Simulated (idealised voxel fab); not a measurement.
Process module name: voxel self aligned vias
The cross-section shown here is cut; it is 240 nm wide and divided into square cells measuring 5 nm on a side.
Each cross-section below is a grid of square cells, stated as bands in top-down order, with one or more rows of cells making up each band. Band: top height; bottom height; in nm. Then, left to right: material with width in nm, for each material. "everywhere": a single material spanning edge to edge. "empty": empty space. Counting heights begins at 0, where everything beneath is, in the wafer as received, one material. The lowest band has no bottom; it goes on downwards, as "0 and below" shows. Think of "30->40" as a width that walks from the first number to the second as you go down the band, top row to bottom row, taking equal-sized steps from row to row. What does "nothing altered" mean for a step? It means no cell of the cross-section changed in that step. You'll see "Closed void list" listing empty spaces that have no way open to the top, as long as they're 8 cells or more; the notation is width x height at distance, where the distance is from the left edge, and all of it is in nm. On each step's line, the part that comes after the settings is the simulator's own comment on the step. You can add "overlay nm" to a step's line. For a step with a mask, it describes how far the mask lay to the right of its planned position, and a negative number describes a lay to the left.

This section lists the process steps that were planned:
1. RECEIVE, material Si
2. CONFORMAL_DEP, material SiO2, thk nm 10
3. CONFORMAL_DEP, material SiCN, thk nm 5
4. DIRECTIONAL_DEP, material SiO2, thk nm 20
5. PATTERN, tone open, mask id LINES, material resist, width nm 25, pitch nm 60, thk nm 20, overlay nm 0
6. DIRECTIONAL_ETCH, etch materials SiO2, depth nm 20
7. STRIP, etch materials resist
8. CONFORMAL_DEP, material TiN, thk nm 5
9. FILL_DEP, material W, thk nm 10
10. CMP, height nm 35
11. SELECTIVE_ETCH, etch materials W Ru TiN, depth nm 10
12. FILL_DEP, material SiN, thk nm 10
13. CMP, height nm 35
14. DIRECTIONAL_DEP, material SiO2, thk nm 20
15. DIRECTIONAL_DEP, material aC, thk nm 15
16. PATTERN, tone open, mask id VIAS, material resist, width nm 35, thk nm 35, overlay nm 0
17. DIRECTIONAL_ETCH, etch materials aC, depth nm 15
18. STRIP, etch materials resist
19. DIRECTIONAL_ETCH, etch materials SiO2, depth nm 20
20. DIRECTIONAL_ETCH, etch materials SiN, depth nm 10
21. STRIP, etch materials aC
22. CONFORMAL_DEP, material TiN, thk nm 5
23. FILL_DEP, material Ru, thk nm 10
24. CMP, height nm 55
25. CONFORMAL_DEP, material SiN, thk nm 5

Delivered wafer in cross-section: state after step 1:
    0 and below | Si everywhere
    Closed void list: none

Cross-section: first of two wafers, module finished, run according to plan:
    60 down to 55 | SiN everywhere
    55 down to 40 | SiO2=70, TiN=5, Ru=25, TiN=5, SiO2=135
    40 down to 35 | SiO2=70, TiN=10, Ru=15, TiN=10, SiO2=135
    35 down to 30 | SiO2=75, TiN=5, Ru=15, TiN=5, SiO2=35, SiN=25, SiO2=80
    30 down to 25 | SiO2=75, TiN=25, SiO2=35, SiN=25, SiO2=80
    25 down to 20 | SiO2=75, TiN=5, W=15, TiN=5, SiO2=35, TiN=5, W=15, TiN=5, SiO2=80
    20 down to 15 | SiO2=75, TiN=25, SiO2=35, TiN=25, SiO2=80
    15 down to 10 | SiCN everywhere
    10 down to 0 | SiO2 everywhere
    0 and below | Si everywhere
    Closed void list: none

second wafer at the end: like start, like plan, one mistake:
    60 down to 55 | SiN everywhere
    55 down to 40 | SiO2=70, TiN=5, Ru=25, TiN=5, SiO2=135
    40 down to 35 | SiO2=70, TiN=35, SiO2=135
    35 down to 25 | SiO2=75, W=25, SiO2=35, W=25, SiO2=80
    25 down to 20 | SiO2=75, TiN=5, W=15, TiN=5, SiO2=35, TiN=5, W=15, TiN=5, SiO2=80
    20 down to 15 | SiO2=75, TiN=25, SiO2=35, TiN=25, SiO2=80
    15 down to 10 | SiCN everywhere
    10 down to 0 | SiO2 everywhere
    0 and below | Si everywhere
    Closed void list: none
The plan and the run diverged here: heads up, step 12 didn't go per plan, it actually ran as FILL_DEP, material W, thk nm 10
Heads up, by the end the second wafer has more or fewer cells of some materials compared to the first: -6 Ru, -10 SiN, -4 TiN, +20 W
